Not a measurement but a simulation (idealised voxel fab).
process module | voxel self aligned vias
cross-section cut | 235 nm wide | cells 5 nm
A cross-section is a grid of square cells, given in bands from the top down. A band is one or more rows of cells.
Each band's line starts with the height of the band's top and of its bottom, in nm. Then come its materials from left to right, each with its width in nm. One material with "throughout" fills the band from edge to edge. "air" is empty space.
Height 0 is the level under which the wafer as received is all one material. The lowest band goes on downwards, as in "0 down".
A width such as "30 to 40" changes by the same amount from each row of cells to the next, from the band's top row to its bottom row.
"no change" after a step means that no cell of the cross-section changed.
closed voids: empty space of 8 cells or more with no open way to the top, each as width x height at its distance from the left edge, in nm
after a step's settings: what the simulator itself notes on the step
overlay nm, on a step with a mask: how far to the right of its planned place the mask lay; to the left if negative
plan
1 op RECEIVE | material Si
2 op CONFORMAL_DEP | material SiO2 | thk nm 15
3 op CONFORMAL_DEP | material SiCN | thk nm 5
4 op DIRECTIONAL_DEP | material lowk | thk nm 30
5 op DIRECTIONAL_DEP | material aC | thk nm 15
6 op PATTERN | tone open | mask id LINES | material resist | width nm 20 | pitch nm 60 | thk nm 35 | overlay nm 0
7 op DIRECTIONAL_ETCH | etch materials aC | depth nm 15
8 op STRIP | etch materials resist
9 op DIRECTIONAL_ETCH | etch materials lowk | depth nm 30
10 op STRIP | etch materials aC
11 op CONFORMAL_DEP | material TiN | thk nm 5
12 op FILL_DEP | material Ru | thk nm 5
13 op CMP | height nm 50
14 op SELECTIVE_ETCH | etch materials W Ru TiN | depth nm 5
15 op FILL_DEP | material SiN | thk nm 5
16 op CMP | height nm 50
17 op DIRECTIONAL_DEP | material lowk | thk nm 20
18 op PATTERN | tone open | mask id VIAS | material resist | width nm 30 | pitch nm 60 | thk nm 15 | overlay nm 0
19 op DIRECTIONAL_ETCH | etch materials lowk | depth nm 20
20 op DIRECTIONAL_ETCH | etch materials SiN | depth nm 5
21 op STRIP | etch materials resist
22 op CONFORMAL_DEP | material TiN | thk nm 5
23 op FILL_DEP | material Cu | thk nm 10
24 op CMP | height nm 70
25 op CONFORMAL_DEP | material SiCN | thk nm 5
first wafer, as planned
as received, after step 1
  0 down: Si throughout
  closed voids: none
after step 2
  15 to 0: SiO2 throughout
  below 0: unchanged
after step 3
  20 to 15: SiCN throughout
  below 15: unchanged
after step 4
  50 to 20: lowk throughout
  below 20: unchanged
after step 5
  65 to 50: aC throughout
  below 50: unchanged
after step 6
  100 to 65: resist 75 | air 20 | resist 40 | air 20 | resist 80
  below 65: unchanged
after step 7
  85 to 65: resist 75 | air 20 | resist 40 | air 20 | resist 80
  65 to 50: aC 75 | air 20 | aC 40 | air 20 | aC 80
  below 50: unchanged
after step 8
  65 to 50: aC 75 | air 20 | aC 40 | air 20 | aC 80
  below 50: unchanged
after step 9
  65 to 50: aC 75 | air 20 | aC 40 | air 20 | aC 80
  50 to 20: lowk 75 | air 20 | lowk 40 | air 20 | lowk 80
  below 20: unchanged
after step 10
  50 to 20: lowk 75 | air 20 | lowk 40 | air 20 | lowk 80
  below 20: unchanged
after step 11
  55 to 50: TiN 80 | air 10 | TiN 50 | air 10 | TiN 85
  50 to 25: lowk 75 | TiN 5 | air 10 | TiN 5 | lowk 40 | TiN 5 | air 10 | TiN 5 | lowk 80
  25 to 20: lowk 75 | TiN 20 | lowk 40 | TiN 20 | lowk 80
  below 20: unchanged
after step 12
  60 to 55: Ru throughout
  55 to 50: TiN 80 | Ru 10 | TiN 50 | Ru 10 | TiN 85
  50 to 25: lowk 75 | TiN 5 | Ru 10 | TiN 5 | lowk 40 | TiN 5 | Ru 10 | TiN 5 | lowk 80
  below 25: unchanged
after step 13
  50 to 25: lowk 75 | TiN 5 | Ru 10 | TiN 5 | lowk 40 | TiN 5 | Ru 10 | TiN 5 | lowk 80
  below 25: unchanged
after step 14
  50 to 45: lowk 75 | air 20 | lowk 40 | air 20 | lowk 80
  below 45: unchanged
after step 15
  55 to 50: SiN throughout
  50 to 45: lowk 75 | SiN 20 | lowk 40 | SiN 20 | lowk 80
  below 45: unchanged
after step 16
  50 to 45: lowk 75 | SiN 20 | lowk 40 | SiN 20 | lowk 80
  below 45: unchanged
after step 17
  70 to 50: lowk throughout
  below 50: unchanged
after step 18
  85 to 70: resist 70 | air 30 | resist 30 | air 30 | resist 75
  below 70: unchanged
after step 19
  85 to 70: resist 70 | air 30 | resist 30 | air 30 | resist 75
  70 to 50: lowk 70 | air 30 | lowk 30 | air 30 | lowk 75
  below 50: unchanged
after step 20
  85 to 70: resist 70 | air 30 | resist 30 | air 30 | resist 75
  70 to 50: lowk 70 | air 30 | lowk 30 | air 30 | lowk 75
  50 to 45: lowk 75 | air 20 | lowk 40 | air 20 | lowk 80
  below 45: unchanged
after step 21
  70 to 50: lowk 70 | air 30 | lowk 30 | air 30 | lowk 75
  below 50: unchanged
after step 22
  75 to 70: TiN 75 | air 20 | TiN 40 | air 20 | TiN 80
  70 to 55: lowk 70 | TiN 5 | air 20 | TiN 5 | lowk 30 | TiN 5 | air 20 | TiN 5 | lowk 75
  55 to 50: lowk 70 | TiN 10 | air 10 | TiN 10 | lowk 30 | TiN 10 | air 10 | TiN 10 | lowk 75
  50 to 45: lowk 75 | TiN 20 | lowk 40 | TiN 20 | lowk 80
  below 45: unchanged
after step 23
  85 to 75: Cu throughout
  75 to 70: TiN 75 | Cu 20 | TiN 40 | Cu 20 | TiN 80
  70 to 55: lowk 70 | TiN 5 | Cu 20 | TiN 5 | lowk 30 | TiN 5 | Cu 20 | TiN 5 | lowk 75
  55 to 50: lowk 70 | TiN 10 | Cu 10 | TiN 10 | lowk 30 | TiN 10 | Cu 10 | TiN 10 | lowk 75
  below 50: unchanged
after step 24
  70 to 55: lowk 70 | TiN 5 | Cu 20 | TiN 5 | lowk 30 | TiN 5 | Cu 20 | TiN 5 | lowk 75
  below 55: unchanged
after step 25
  75 to 70: SiCN throughout
  below 70: unchanged
second wafer: like start, like plan, one mistake. Through step 5 it matches the first wafer
when step 6 should have ended
  100 to 65: air 75 | resist 20 | air 40 | resist 20 | air 80
  below 65: unchanged
when step 7 should have ended
  85 to 65: air 75 | resist 20 | air 40 | resist 20 | air 80
  65 to 50: air 75 | aC 20 | air 40 | aC 20 | air 80
  below 50: unchanged
when step 8 should have ended
  65 to 50: air 75 | aC 20 | air 40 | aC 20 | air 80
  below 50: unchanged
when step 9 should have ended
  65 to 50: air 75 | aC 20 | air 40 | aC 20 | air 80
  50 to 20: air 75 | lowk 20 | air 40 | lowk 20 | air 80
  below 20: unchanged
when step 10 should have ended
  50 to 20: air 75 | lowk 20 | air 40 | lowk 20 | air 80
  below 20: unchanged
when step 11 should have ended
  55 to 50: air 70 | TiN 30 | air 30 | TiN 30 | air 75
  50 to 25: air 70 | TiN 5 | lowk 20 | TiN 5 | air 30 | TiN 5 | lowk 20 | TiN 5 | air 75
  25 to 20: TiN 75 | lowk 20 | TiN 40 | lowk 20 | TiN 80
  below 20: unchanged
when step 12 should have ended
  60 to 55: Ru throughout
  55 to 50: Ru 70 | TiN 30 | Ru 30 | TiN 30 | Ru 75
  50 to 25: Ru 70 | TiN 5 | lowk 20 | TiN 5 | Ru 30 | TiN 5 | lowk 20 | TiN 5 | Ru 75
  below 25: unchanged
when step 13 should have ended
  50 to 25: Ru 70 | TiN 5 | lowk 20 | TiN 5 | Ru 30 | TiN 5 | lowk 20 | TiN 5 | Ru 75
  below 25: unchanged
when step 14 should have ended
  50 to 45: air 75 | lowk 20 | air 40 | lowk 20 | air 80
  below 45: unchanged
when step 15 should have ended
  55 to 50: SiN throughout
  50 to 45: SiN 75 | lowk 20 | SiN 40 | lowk 20 | SiN 80
  below 45: unchanged
when step 16 should have ended
  50 to 45: SiN 75 | lowk 20 | SiN 40 | lowk 20 | SiN 80
  below 45: unchanged
when step 17 should have ended
  70 to 50: lowk throughout
  below 50: unchanged
when step 18 should have ended
  85 to 70: resist 70 | air 30 | resist 30 | air 30 | resist 75
  below 70: unchanged
when step 19 should have ended
  85 to 70: resist 70 | air 30 | resist 30 | air 30 | resist 75
  70 to 50: lowk 70 | air 30 | lowk 30 | air 30 | lowk 75
  below 50: unchanged
when step 20 should have ended
  85 to 70: resist 70 | air 30 | resist 30 | air 30 | resist 75
  70 to 50: lowk 70 | air 30 | lowk 30 | air 30 | lowk 75
  50 to 45: SiN 70 | air 5 | lowk 20 | air 5 | SiN 30 | air 5 | lowk 20 | air 5 | SiN 75
  below 45: unchanged
when step 21 should have ended
  70 to 50: lowk 70 | air 30 | lowk 30 | air 30 | lowk 75
  below 50: unchanged
when step 22 should have ended
  75 to 70: TiN 75 | air 20 | TiN 40 | air 20 | TiN 80
  70 to 55: lowk 70 | TiN 5 | air 20 | TiN 5 | lowk 30 | TiN 5 | air 20 | TiN 5 | lowk 75
  55 to 50: lowk 70 | TiN 30 | lowk 30 | TiN 30 | lowk 75
  50 to 45: SiN 70 | TiN 5 | lowk 20 | TiN 5 | SiN 30 | TiN 5 | lowk 20 | TiN 5 | SiN 75
  below 45: unchanged
when step 23 should have ended
  85 to 75: Cu throughout
  75 to 70: TiN 75 | Cu 20 | TiN 40 | Cu 20 | TiN 80
  70 to 55: lowk 70 | TiN 5 | Cu 20 | TiN 5 | lowk 30 | TiN 5 | Cu 20 | TiN 5 | lowk 75
  below 55: unchanged
when step 24 should have ended
  70 to 55: lowk 70 | TiN 5 | Cu 20 | TiN 5 | lowk 30 | TiN 5 | Cu 20 | TiN 5 | lowk 75
  below 55: unchanged
when step 25 should have ended
  75 to 70: SiCN throughout
  below 70: unchanged
what went wrong: step 6 ran as: op PATTERN | tone cover | mask id LINES | material resist | width nm 20 | pitch nm 60 | thk nm 35 | overlay nm 0
at the end the second wafer has, in cells: 4 fewer of Cu | 124 more of Ru | 35 more of SiN | 31 more of TiN | 186 fewer of lowk
